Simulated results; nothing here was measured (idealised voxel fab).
You're looking at the process module voxel capacitor over wiring.
Square cells of 5 nm make up the cross-section cut, whose width is 190 nm.
Cross-section spec: square-cell grid; bands listed top down; each band is one or more rows.
Top height, bottom height, nm. Materials left to right, width each, nm. Single material + "all across" = fills band edge to edge. "blank" = empty.
We count height from 0. Below that, the starting wafer is all one material. The lowest band never ends at the bottom but goes on down; see "0..down" for how that is written.
Width spec "30 to 40" -> top row of cells at first value, bottom row at second value, equal per-row change in between.
Reading "all unchanged" for a step: not a cell of the cross-section changed in it.
Empty spaces without an open route to the top, at least 8 cells in extent, make up the entry "Enclosed cavities"; each is given as width x height at distance, where the distance is measured from the left edge, and all are in nm.
Formally, on a step line, whatever follows the settings is a remark that the simulator itself makes on the step.
Each step line may optionally specify "overlay nm", which for a step with a mask gives the rightward distance between the mask's planned place and where it lay, a negative value indicating the leftward direction.

Intended process steps:
- 1: RECEIVE (material Si)
- 2: CONFORMAL_DEP (material SiO2; thk nm 10)
- 3: CONFORMAL_DEP (material SiCN; thk nm 5)
- 4: DIRECTIONAL_DEP (material SiO2; thk nm 20)
- 5: MASKED_ETCH (tone open; mask id METAL_1; width nm 25; pitch nm 75; etch materials SiO2; depth nm 20; overlay nm 0)
- 6: MASKED_ETCH (tone open; mask id METAL_1; width nm 25; pitch nm 75; etch materials SiCN; depth nm 5; overlay nm 0)
- 7: CONFORMAL_DEP (material TiN; thk nm 5)
- 8: FILL_DEP (material Ru; thk nm 10)
- 9: CMP (height nm 35)
- 10: CONFORMAL_DEP (material SiCN; thk nm 5)
- 11: DIRECTIONAL_DEP (material SiO2; thk nm 20)
- 12: PATTERN (tone open; mask id PLUG_1; material resist; width nm 15; thk nm 15; overlay nm 0)
- 13: DIRECTIONAL_ETCH (etch materials SiO2; depth nm 20)
- 14: DIRECTIONAL_ETCH (etch materials SiCN; depth nm 5)
- 15: STRIP (etch materials resist)
- 16: EPI (material Ru; thk nm 10)
- 17: EPI (material Ru; thk nm 10)
- 18: EPI (material Ru; thk nm 5)
- 19: DIRECTIONAL_DEP (material TiN; thk nm 5)
- 20: DIRECTIONAL_DEP (material SiN; thk nm 5)
- 21: DIRECTIONAL_DEP (material TiN; thk nm 10)
- 22: DIRECTIONAL_DEP (material aC; thk nm 10)
- 23: PATTERN (tone cover; mask id UPPER_PLATE; material resist; width nm 55; thk nm 30; overlay nm 0)
- 24: DIRECTIONAL_ETCH (etch materials aC; depth nm 10)
- 25: STRIP (etch materials resist)
- 26: DIRECTIONAL_ETCH (etch materials TiN; depth nm 10)
- 27: DIRECTIONAL_ETCH (etch materials SiN; depth nm 5)
- 28: STRIP (etch materials aC)
- 29: DIRECTIONAL_DEP (material aC; thk nm 10)
- 30: PATTERN (tone cover; mask id LOWER_PLATE; material resist; width nm 65; thk nm 30; overlay nm 0)
- 31: DIRECTIONAL_ETCH (etch materials aC; depth nm 10)
- 32: STRIP (etch materials resist)
- 33: DIRECTIONAL_ETCH (etch materials TiN; depth nm 5)
- 34: STRIP (etch materials aC)
- 35: FILL_DEP (material SiO2; thk nm 20)
- 36: CMP (height nm 95)
- 37: MASKED_ETCH (tone open; mask id PLUG_2; width nm 15; etch materials SiO2; depth nm 15; overlay nm 0)
- 38: CONFORMAL_DEP (material TiN; thk nm 5)
- 39: FILL_DEP (material Ru; thk nm 5)
- 40: CMP (height nm 95)
- 41: CONFORMAL_DEP (material SiN; thk nm 5)
For this document, wafers share an identical start and vary in the step 12 width nm; the plan quotes the first wafer's value.

So this is the first of several wafers, cross-sectioned as it came to us, meaning it's at the end of step 1:
	0..down = Si all across
	Enclosed cavities: none

Here's the first of several wafers in cross-section, end of the module, after the last step, step 41:
	100..95 = SiN all across
	95..85 = 65 nm SiO2 / 5 nm TiN / 5 nm Ru / 5 nm TiN / 110 nm SiO2
	85..80 = 65 nm SiO2 / 15 nm TiN / 110 nm SiO2
	80..70 = 55 nm SiO2 / 55 nm TiN / 80 nm SiO2
	70..65 = 55 nm SiO2 / 55 nm SiN / 80 nm SiO2
	65..60 = 50 nm SiO2 / 65 nm TiN / 75 nm SiO2
	60..40 = 55 nm SiO2 / 15 nm Ru / 120 nm SiO2
	40..35 = 55 nm SiCN / 15 nm Ru / 120 nm SiCN
	35..15 = 45 nm SiO2 / 5 nm TiN / 15 nm Ru / 5 nm TiN / 50 nm SiO2 / 5 nm TiN / 15 nm Ru / 5 nm TiN / 45 nm SiO2
	15..10 = 45 nm SiCN / 25 nm TiN / 50 nm SiCN / 25 nm TiN / 45 nm SiCN
	10..0 = SiO2 all across
	0..down = Si all across
	Enclosed cavities: none

Last wafer x-sec, end of module:
	100..95 = SiN all across
	95..85 = 65 nm SiO2 / 5 nm TiN / 5 nm Ru / 5 nm TiN / 110 nm SiO2
	85..80 = 65 nm SiO2 / 15 nm TiN / 110 nm SiO2
	80..70 = 55 nm SiO2 / 55 nm TiN / 80 nm SiO2
	70..65 = 55 nm SiO2 / 55 nm SiN / 80 nm SiO2
	65..60 = 50 nm SiO2 / 65 nm TiN / 75 nm SiO2
	60..40 = 50 nm SiO2 / 30 nm Ru / 110 nm SiO2
	40..35 = 50 nm SiCN / 30 nm Ru / 110 nm SiCN
	35..15 = 45 nm SiO2 / 5 nm TiN / 15 nm Ru / 5 nm TiN / 50 nm SiO2 / 5 nm TiN / 15 nm Ru / 5 nm TiN / 45 nm SiO2
	15..10 = 45 nm SiCN / 25 nm TiN / 50 nm SiCN / 25 nm TiN / 45 nm SiCN
	10..0 = SiO2 all across
	0..down = Si all across
	Enclosed cavities: none

Tabulated below, wafer by wafer, are the end-of-module results: for each material, the number of cells gained (+) or lost (-) relative to the as-received state, followed by the closed voids:
width nm 15 | +41 Ru | +63 SiCN | +49 SiN | +539 SiO2 | +68 TiN | Enclosed cavities: none
width nm 20 | +46 Ru | +62 SiCN | +49 SiN | +535 SiO2 | +68 TiN | Enclosed cavities: none
width nm 25 | +51 Ru | +61 SiCN | +49 SiN | +531 SiO2 | +68 TiN | Enclosed cavities: none
width nm 30 | +56 Ru | +60 SiCN | +49 SiN | +527 SiO2 | +68 TiN | Enclosed cavities: none
